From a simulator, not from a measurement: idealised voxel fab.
Herein follows the process module entitled voxel wiring stack.
Section cut is 260 nm wide and gridded with 5 nm square cells.
Cross-section format: a grid of square cells, given as bands from top to bottom; each band is one or more rows of cells.
The entry gives the band's vertical extent as a top height and a bottom height in nm, then its horizontal make-up as materials from left to right, each with a width in nm. "blank" stands for empty space; a single material marked "everywhere" fills the band edge to edge.
Heights are reckoned from 0. Under this level, the received wafer is all of one material. The bottommost band is open-ended downward, for example "top 0, no bottom".
So if you see something like "30..40" for the width, read it as the top row of the band sitting at the first number and the bottom row at the second, with every row in between moving by the same amount as the last.
Any step labelled "left unchanged" changed none of the cells in the cross-section.
"Closed void catalog": empty spaces of 8 cells or more with no open way to the top, each given as width x height at distance, distance from the left edge, all in nm.
The remark found on a step's line after its settings is issued by the simulator itself and pertains to that step.
overlay nm, on a step with a mask: how far to the right of its planned place the mask lay; to the left if negative
## Intended process steps
1 RECEIVE, material Si
2 CONFORMAL_DEP, material SiO2, thk nm 10
3 CONFORMAL_DEP, material SiN, thk nm 5
4 DIRECTIONAL_DEP, material lowk, thk nm 20
5 PATTERN, tone open, mask id METAL_1, material resist, width nm 20, pitch nm 40, thk nm 15, overlay nm 0
6 DIRECTIONAL_ETCH, etch materials lowk, depth nm 20
7 DIRECTIONAL_ETCH, etch materials SiN, depth nm 5
8 STRIP, etch materials resist
9 CONFORMAL_DEP, material TiN, thk nm 5
10 FILL_DEP, material Cu, thk nm 10
11 CMP, height nm 35
12 EPI, material Ru, thk nm 5
13 FILL_DEP, material SiCN, thk nm 5
14 DIRECTIONAL_DEP, material SiO2, thk nm 15
15 MASKED_ETCH, tone open, mask id PLUG_1, width nm 15, pitch nm 40, etch materials SiO2, depth nm 15, overlay nm 0
16 MASKED_ETCH, tone open, mask id PLUG_1, width nm 15, pitch nm 40, etch materials SiCN, depth nm 5, overlay nm 0
17 EPI, material Ru, thk nm 10
18 EPI, material Ru, thk nm 10
19 CONFORMAL_DEP, material SiN, thk nm 5
20 DIRECTIONAL_DEP, material SiO2, thk nm 25
21 PATTERN, tone open, mask id METAL_2, material resist, width nm 20, pitch nm 40, thk nm 15, overlay nm 0
22 DIRECTIONAL_ETCH, etch materials SiO2, depth nm 25
23 DIRECTIONAL_ETCH, etch materials SiN, depth nm 5
24 STRIP, etch materials resist
25 CONFORMAL_DEP, material TiN, thk nm 5
26 FILL_DEP, material W, thk nm 5
27 CMP, height nm 90
28 EPI, material Ru, thk nm 5
29 FILL_DEP, material SiCN, thk nm 5
30 DIRECTIONAL_DEP, material lowk, thk nm 35
31 MASKED_ETCH, tone open, mask id METAL_3, width nm 20, pitch nm 40, etch materials lowk, depth nm 20, overlay nm 0
32 DIRECTIONAL_DEP, material aC, thk nm 15
33 PATTERN, tone open, mask id METAL_3_HOLES, material resist, width nm 15, pitch nm 80, thk nm 35, overlay nm 0
34 DIRECTIONAL_ETCH, etch materials aC, depth nm 15
35 STRIP, etch materials resist
36 DIRECTIONAL_ETCH, etch materials lowk, depth nm 15
37 DIRECTIONAL_ETCH, etch materials SiCN, depth nm 5
38 STRIP, etch materials aC
39 CONFORMAL_DEP, material TiN, thk nm 5
40 FILL_DEP, material Ru, thk nm 10
41 CMP, height nm 135
42 CONFORMAL_DEP, material SiCN, thk nm 5
## Wafer at receipt (post step 1), cross-section
  top 0, no bottom = Si everywhere
  Closed void catalog: none
## Final wafer profile in cross-section after the module, from the same start and plan as above, with one mistake made during processing
  top 140, bottom 135 = SiCN everywhere
  top 135, bottom 120 = lowk: 60 / TiN: 5 / Ru: 10 / TiN: 5 / lowk: 20 / TiN: 5 / Ru: 10 / TiN: 5 / lowk: 20 / TiN: 5 / Ru: 10 / TiN: 5 / lowk: 20 / TiN: 5 / Ru: 10 / TiN: 5 / lowk: 60
  top 120, bottom 115 = lowk: 60 / TiN: 5 / Ru: 5 / TiN: 10 / lowk: 20 / TiN: 20 / lowk: 20 / TiN: 5 / Ru: 5 / TiN: 10 / lowk: 20 / TiN: 20 / lowk: 60
  top 115, bottom 100 = lowk: 60 / TiN: 5 / Ru: 5 / TiN: 5 / lowk: 65 / TiN: 5 / Ru: 5 / TiN: 5 / lowk: 105
  top 100, bottom 95 = SiCN: 60 / TiN: 15 / SiCN: 65 / TiN: 15 / SiCN: 105
  top 95, bottom 90 = SiCN: 60 / Ru: 20 / SiCN: 20 / Ru: 20 / SiCN: 20 / Ru: 20 / SiCN: 20 / Ru: 20 / SiCN: 60
  top 90, bottom 65 = SiO2: 65 / W: 10 / SiO2: 30 / W: 10 / SiO2: 30 / W: 10 / SiO2: 30 / W: 10 / SiO2: 65
  top 65, bottom 60 = SiN: 60 / SiO2: 20 / SiN: 20 / SiO2: 20 / SiN: 20 / SiO2: 20 / SiN: 20 / SiO2: 20 / SiN: 60
  top 60, bottom 45 = SiO2: 60 / Ru: 15 / SiO2: 25 / Ru: 15 / SiO2: 25 / Ru: 15 / SiO2: 25 / Ru: 15 / SiO2: 65
  top 45, bottom 35 = SiCN: 60..55 / Ru: 15..30 / SiCN: 25..10 / Ru: 15..30 / SiCN: 25..10 / Ru: 15..30 / SiCN: 25..10 / Ru: 15..30 / SiCN: 65..55
  top 35, bottom 15 = lowk: 60 / TiN: 5 / Cu: 10 / TiN: 5 / lowk: 20 / TiN: 5 / Cu: 10 / TiN: 5 / lowk: 20 / TiN: 5 / Cu: 10 / TiN: 5 / lowk: 20 / TiN: 5 / Cu: 10 / TiN: 5 / lowk: 60
  top 15, bottom 10 = SiN: 60 / TiN: 20 / SiN: 20 / TiN: 20 / SiN: 20 / TiN: 20 / SiN: 20 / TiN: 20 / SiN: 60
  top 10, bottom 0 = SiO2 everywhere
  top 0, no bottom = Si everywhere
  Closed void catalog: none
Where did the run depart from the plan? step 25 was processed under conditions differing from the plan, specifically as CONFORMAL_DEP, material SiO2, thk nm 5
